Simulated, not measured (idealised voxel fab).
process module | voxel wiring stack
cross-section cut | 245 nm wide | cells 5 nm
A cross-section is a grid of square cells, given in bands from the top down. A band is one or more rows of cells.
Each band's line starts with the height of the band's top and of its bottom, in nm. Then come its materials from left to right, each with its width in nm. One material with "throughout" fills the band from edge to edge. "air" is empty space.
Height 0 is the level under which the wafer as received is all one material. The lowest band goes on downwards, as in "0 down".
A width such as "30 to 40" changes by the same amount from each row of cells to the next, from the band's top row to its bottom row.
"no change" after a step means that no cell of the cross-section changed.
closed voids: empty space of 8 cells or more with no open way to the top, each as width x height at its distance from the left edge, in nm
after a step's settings: what the simulator itself notes on the step
overlay nm, on a step with a mask: how far to the right of its planned place the mask lay; to the left if negative
plan
1 op RECEIVE | material Si
2 op CONFORMAL_DEP | material SiO2 | thk nm 10
3 op CONFORMAL_DEP | material SiN | thk nm 5
4 op DIRECTIONAL_DEP | material SiO2 | thk nm 20
5 op DIRECTIONAL_DEP | material aC | thk nm 10
6 op PATTERN | tone open | mask id METAL_1 | material resist | width nm 30 | pitch nm 55 | thk nm 25 | overlay nm 0
7 op DIRECTIONAL_ETCH | etch materials aC | depth nm 10
8 op STRIP | etch materials resist
9 op DIRECTIONAL_ETCH | etch materials SiO2 | depth nm 20
10 op DIRECTIONAL_ETCH | etch materials SiN | depth nm 5
11 op STRIP | etch materials aC
12 op CONFORMAL_DEP | material TiN | thk nm 5
13 op FILL_DEP | material Ru | thk nm 5
14 op CMP | height nm 35
15 op CONFORMAL_DEP | material SiCN | thk nm 5
16 op DIRECTIONAL_DEP | material SiO2 | thk nm 10
17 op PATTERN | tone open | mask id PLUG_1 | material resist | width nm 15 | pitch nm 55 | thk nm 15 | overlay nm 0
18 op DIRECTIONAL_ETCH | etch materials SiO2 | depth nm 10
19 op DIRECTIONAL_ETCH | etch materials SiCN | depth nm 5
20 op STRIP | etch materials resist
21 op EPI | material Ru | thk nm 10
22 op EPI | material Ru | thk nm 5
23 op DIRECTIONAL_DEP | material TiN | thk nm 5
24 op DIRECTIONAL_DEP | material W | thk nm 25
25 op MASKED_ETCH | tone cover | mask id METAL_2 | width nm 30 | pitch nm 55 | etch materials W | depth nm 25 | overlay nm 0
26 op MASKED_ETCH | tone cover | mask id METAL_2 | width nm 30 | pitch nm 55 | etch materials TiN | depth nm 5 | overlay nm 0
27 op CONFORMAL_DEP | material SiN | thk nm 5
28 op FILL_DEP | material lowk | thk nm 5
29 op CMP | height nm 80
30 op CONFORMAL_DEP | material SiCN | thk nm 5
31 op DIRECTIONAL_DEP | material SiO2 | thk nm 10
32 op MASKED_ETCH | tone open | mask id PLUG_2 | width nm 15 | pitch nm 55 | etch materials SiO2 | depth nm 10 | overlay nm 0
33 op MASKED_ETCH | tone open | mask id PLUG_2 | width nm 15 | pitch nm 55 | etch materials SiCN | depth nm 5 | overlay nm 0
34 op EPI | material Ru | thk nm 10
35 op EPI | material Ru | thk nm 5
36 op CONFORMAL_DEP | material SiCN | thk nm 5
37 op DIRECTIONAL_DEP | material lowk | thk nm 25
38 op MASKED_ETCH | tone open | mask id METAL_3 | width nm 30 | pitch nm 55 | etch materials lowk | depth nm 25 | overlay nm 0
39 op MASKED_ETCH | tone open | mask id METAL_3 | width nm 30 | pitch nm 55 | etch materials SiCN | depth nm 5 | overlay nm 0
40 op CONFORMAL_DEP | material TiN | thk nm 5
41 op FILL_DEP | material W | thk nm 10
42 op CMP | height nm 125
43 op CONFORMAL_DEP | material SiCN | thk nm 5
as received, after step 1
  0 down: Si throughout
  closed voids: none
first wafer at the end, as planned
  130 to 125: SiCN throughout
  125 to 100: lowk 80 | TiN 5 | W 20 | TiN 5 | lowk 25 | TiN 5 | W 20 | TiN 5 | lowk 80
  100 to 95: SiCN 80 | TiN 30 | SiCN 25 | TiN 30 | SiCN 80
  95 to 85: SiO2 80 | Ru 15 | SiO2 40 | Ru 15 | SiO2 95
  85 to 80: SiCN 80 | Ru 15 | SiCN 40 | Ru 15 | SiCN 95
  80 to 55: lowk 75 | SiN 5 | W 30 | SiN 5 | lowk 15 | SiN 5 | W 30 | SiN 5 | lowk 75
  55 to 50: SiN 80 | TiN 30 | SiN 25 | TiN 30 | SiN 80
  50 to 40: SiO2 80 | Ru 15 | SiO2 40 | Ru 15 | SiO2 95
  40 to 35: SiCN 80 | Ru 15 | SiCN 40 | Ru 15 | SiCN 95
  35 to 15: SiO2 80 | TiN 5 | Ru 20 | TiN 5 | SiO2 25 | TiN 5 | Ru 20 | TiN 5 | SiO2 80
  15 to 10: SiN 80 | TiN 30 | SiN 25 | TiN 30 | SiN 80
  10 to 0: SiO2 throughout
  0 down: Si throughout
  closed voids: none
second wafer at the end: like start, like plan, one mistake
  130 to 125: SiCN throughout
  125 to 100: lowk 80 | TiN 5 | W 20 | TiN 5 | lowk 25 | TiN 5 | W 20 | TiN 5 | lowk 80
  100 to 95: SiCN 80 | TiN 30 | SiCN 25 | TiN 30 | SiCN 80
  95 to 85: SiO2 80 | SiCN 5 | TiN 5 | SiCN 5 | SiO2 40 | SiCN 5 | TiN 5 | SiCN 5 | SiO2 95
  85 to 80: SiCN 85 | TiN 5 | SiCN 50 | TiN 5 | SiCN 100
  80 to 70: lowk 90 to 75 | SiN 5 to 20 | W 15 | SiN 5 | lowk 30 to 15 | SiN 5 to 20 | W 15 | SiN 5 | lowk 75
  70 to 55: lowk 75 | SiN 5 | W 30 | SiN 5 | lowk 15 | SiN 5 | W 30 | SiN 5 | lowk 75
  55 to 50: SiN 80 | W 15 | TiN 15 | SiN 25 | W 15 | TiN 15 | SiN 80
  50 to 45: SiO2 80 | W 15 | SiO2 40 | W 15 | SiO2 95
  45 to 40: SiO2 80 | TiN 15 | SiO2 40 | TiN 15 | SiO2 95
  40 to 35: SiCN 80 | Ru 15 | SiCN 40 | Ru 15 | SiCN 95
  35 to 15: SiO2 80 | TiN 5 | Ru 20 | TiN 5 | SiO2 25 | TiN 5 | Ru 20 | TiN 5 | SiO2 80
  15 to 10: SiN 80 | TiN 30 | SiN 25 | TiN 30 | SiN 80
  10 to 0: SiO2 throughout
  0 down: Si throughout
  closed voids: none
what went wrong: step 21 was left out
at the end the second wafer has, in cells: 30 fewer of Ru | 12 more of SiCN | 6 more of SiN | 6 more of TiN | 6 more of lowk
